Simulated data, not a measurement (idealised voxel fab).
Herein follows the process module entitled voxel fin reveal.
We display cut, a cross-section 245 nm in width whose square cells are each 5 nm.
Throughout this document, each cross-section is represented as a grid of square cells and is presented as a sequence of bands enumerated from the top downward, where a band comprises one or more rows of cells. Within each band entry, the heights of the top and of the bottom of the band appear first, in that order and in nm; the materials of the band then follow from left to right, each with its corresponding width in nm. The designation "full width" on a single material indicates that it fills the band from edge to edge; the designation "air" indicates empty space. A quick word on heights: they are counted from 0, and under that level the wafer as it came to us is one material throughout. The lowest band is different from the rest in having no bottom; it simply continues downward, written as in "top 0, no bottom". Width: "30..40" (first number = top row, second number = bottom row, same change from row to row of cells). The cross-section has no changed cell in any step marked "remained unchanged". Heads up: "Closed void roster" only lists the empty pockets with no open path to the top that are 8 cells or more, and it writes them as width x height at distance, distance from the left edge, in nm. If you see something after the settings on a step's line, that's the simulator's own remark about that step. overlay nm: mask right of planned place by this much (step with mask). Neg. = left.

# Process steps (planned)
step 1: RECEIVE, material Si
step 2: CONFORMAL_DEP, material SiN, thk nm 10
step 3: PATTERN, tone cover, mask id FINS, material resist, width nm 15, pitch nm 40, thk nm 15, overlay nm 0
step 4: DIRECTIONAL_ETCH, etch materials SiN, depth nm 10
step 5: DIRECTIONAL_ETCH, etch materials Si, depth nm 40
step 6: STRIP, etch materials resist
step 7: OXIDIZE, depth nm 5
step 8: FILL_DEP, material SiO2, thk nm 10
step 9: CMP, height nm 10
step 10: SELECTIVE_ETCH, etch materials SiO2, depth nm 35
step 11: STRIP, etch materials SiN
step 12: CONFORMAL_DEP, material HfO2, thk nm 5

# The following pertains to the first of two wafers, which was processed as planned

# Step 1 complete: cross-section of the wafer as received
> top 0, no bottom  Si full width
> Closed void roster: none

# You're looking at a cross-section of the wafer after step 2
> top 10, bottom 0  SiN full width
> No changes below 0.

# You're looking at a cross-section of the wafer after step 3
> top 25, bottom 10  75 air / 15 resist / 25 air / 15 resist / 25 air / 15 resist / 75 air
> No changes below 10.

# You're looking at a cross-section of the wafer after step 4
> top 25, bottom 10  75 air / 15 resist / 25 air / 15 resist / 25 air / 15 resist / 75 air
> top 10, bottom 0  75 air / 15 SiN / 25 air / 15 SiN / 25 air / 15 SiN / 75 air
> No changes below 0.

# You're looking at a cross-section of the wafer after step 5
> top 25, bottom 10  75 air / 15 resist / 25 air / 15 resist / 25 air / 15 resist / 75 air
> top 10, bottom 0  75 air / 15 SiN / 25 air / 15 SiN / 25 air / 15 SiN / 75 air
> top 0, bottom -40  75 air / 15 Si / 25 air / 15 Si / 25 air / 15 Si / 75 air
> No changes below -40.

# You're looking at a cross-section of the wafer after step 6
> top 10, bottom 0  75 air / 15 SiN / 25 air / 15 SiN / 25 air / 15 SiN / 75 air
> No changes below 0.

# You're looking at a cross-section of the wafer after step 7
> top 10, bottom 0  75 air / 15 SiN / 25 air / 15 SiN / 25 air / 15 SiN / 75 air
> top 0, bottom -40  75 air / 5 SiO2 / 5 Si / 5 SiO2 / 25 air / 5 SiO2 / 5 Si / 5 SiO2 / 25 air / 5 SiO2 / 5 Si / 5 SiO2 / 75 air
> top -40, bottom -45  80 SiO2 / 5 Si / 35 SiO2 / 5 Si / 35 SiO2 / 5 Si / 80 SiO2
> No changes below -45.

# You're looking at a cross-section of the wafer after step 8
> top 20, bottom 10  SiO2 full width
> top 10, bottom 0  75 SiO2 / 15 SiN / 25 SiO2 / 15 SiN / 25 SiO2 / 15 SiN / 75 SiO2
> top 0, bottom -45  80 SiO2 / 5 Si / 35 SiO2 / 5 Si / 35 SiO2 / 5 Si / 80 SiO2
> No changes below -45.

# You're looking at a cross-section of the wafer after step 9
> top 10, bottom 0  75 SiO2 / 15 SiN / 25 SiO2 / 15 SiN / 25 SiO2 / 15 SiN / 75 SiO2
> No changes below 0.

# You're looking at a cross-section of the wafer after step 10
> top 10, bottom 0  75 air / 15 SiN / 25 air / 15 SiN / 25 air / 15 SiN / 75 air
> top 0, bottom -25  80 air / 5 Si / 35 air / 5 Si / 35 air / 5 Si / 80 air
> No changes below -25.

# You're looking at a cross-section of the wafer after step 11
> top 0, bottom -25  80 air / 5 Si / 35 air / 5 Si / 35 air / 5 Si / 80 air
> No changes below -25.

# You're looking at a cross-section of the wafer after step 12
> top 5, bottom 0  75 air / 15 HfO2 / 25 air / 15 HfO2 / 25 air / 15 HfO2 / 75 air
> top 0, bottom -20  75 air / 5 HfO2 / 5 Si / 5 HfO2 / 25 air / 5 HfO2 / 5 Si / 5 HfO2 / 25 air / 5 HfO2 / 5 Si / 5 HfO2 / 75 air
> top -20, bottom -25  80 HfO2 / 5 Si / 35 HfO2 / 5 Si / 35 HfO2 / 5 Si / 80 HfO2
> No changes below -25.

# For the second wafer, take the first wafer's start and plan, then add one mistake made in running it; everything through step 2, that step included, is shared with the first

# Second wafer, cross-section, planned end of step 3
> top 25, bottom 10  75 air / 20 resist / 20 air / 20 resist / 20 air / 20 resist / 70 air
> No changes below 10.

# Second wafer, cross-section, planned end of step 4
> top 25, bottom 10  75 air / 20 resist / 20 air / 20 resist / 20 air / 20 resist / 70 air
> top 10, bottom 0  75 air / 20 SiN / 20 air / 20 SiN / 20 air / 20 SiN / 70 air
> No changes below 0.

# Second wafer, cross-section, planned end of step 5
> top 25, bottom 10  75 air / 20 resist / 20 air / 20 resist / 20 air / 20 resist / 70 air
> top 10, bottom 0  75 air / 20 SiN / 20 air / 20 SiN / 20 air / 20 SiN / 70 air
> top 0, bottom -40  75 air / 20 Si / 20 air / 20 Si / 20 air / 20 Si / 70 air
> No changes below -40.

# Second wafer, cross-section, planned end of step 6
> top 10, bottom 0  75 air / 20 SiN / 20 air / 20 SiN / 20 air / 20 SiN / 70 air
> No changes below 0.

# Second wafer, cross-section, planned end of step 7
> top 10, bottom 0  75 air / 20 SiN / 20 air / 20 SiN / 20 air / 20 SiN / 70 air
> top 0, bottom -40  75 air / 5 SiO2 / 10 Si / 5 SiO2 / 20 air / 5 SiO2 / 10 Si / 5 SiO2 / 20 air / 5 SiO2 / 10 Si / 5 SiO2 / 70 air
> top -40, bottom -45  80 SiO2 / 10 Si / 30 SiO2 / 10 Si / 30 SiO2 / 10 Si / 75 SiO2
> No changes below -45.

# Second wafer, cross-section, planned end of step 8
> top 20, bottom 10  SiO2 full width
> top 10, bottom 0  75 SiO2 / 20 SiN / 20 SiO2 / 20 SiN / 20 SiO2 / 20 SiN / 70 SiO2
> top 0, bottom -45  80 SiO2 / 10 Si / 30 SiO2 / 10 Si / 30 SiO2 / 10 Si / 75 SiO2
> No changes below -45.

# Second wafer, cross-section, planned end of step 9
> top 10, bottom 0  75 SiO2 / 20 SiN / 20 SiO2 / 20 SiN / 20 SiO2 / 20 SiN / 70 SiO2
> No changes below 0.

# Second wafer, cross-section, planned end of step 10
> top 10, bottom 0  75 air / 20 SiN / 20 air / 20 SiN / 20 air / 20 SiN / 70 air
> top 0, bottom -25  80 air / 10 Si / 30 air / 10 Si / 30 air / 10 Si / 75 air
> No changes below -25.

# Second wafer, cross-section, planned end of step 11
> top 0, bottom -25  80 air / 10 Si / 30 air / 10 Si / 30 air / 10 Si / 75 air
> No changes below -25.

# Second wafer, cross-section, planned end of step 12
> top 5, bottom 0  75 air / 20 HfO2 / 20 air / 20 HfO2 / 20 air / 20 HfO2 / 70 air
> top 0, bottom -20  75 air / 5 HfO2 / 10 Si / 5 HfO2 / 20 air / 5 HfO2 / 10 Si / 5 HfO2 / 20 air / 5 HfO2 / 10 Si / 5 HfO2 / 70 air
> top -20, bottom -25  80 HfO2 / 10 Si / 30 HfO2 / 10 Si / 30 HfO2 / 10 Si / 75 HfO2
> No changes below -25.
Where did the run depart from the plan? step 3: run off-plan, actual operation and settings PATTERN, tone cover, mask id FINS, material resist, width nm 20, pitch nm 40, thk nm 15, overlay nm 0
End check, counted in cells, second wafer has more or fewer of these materials than the first: Si +27, SiO2 -12
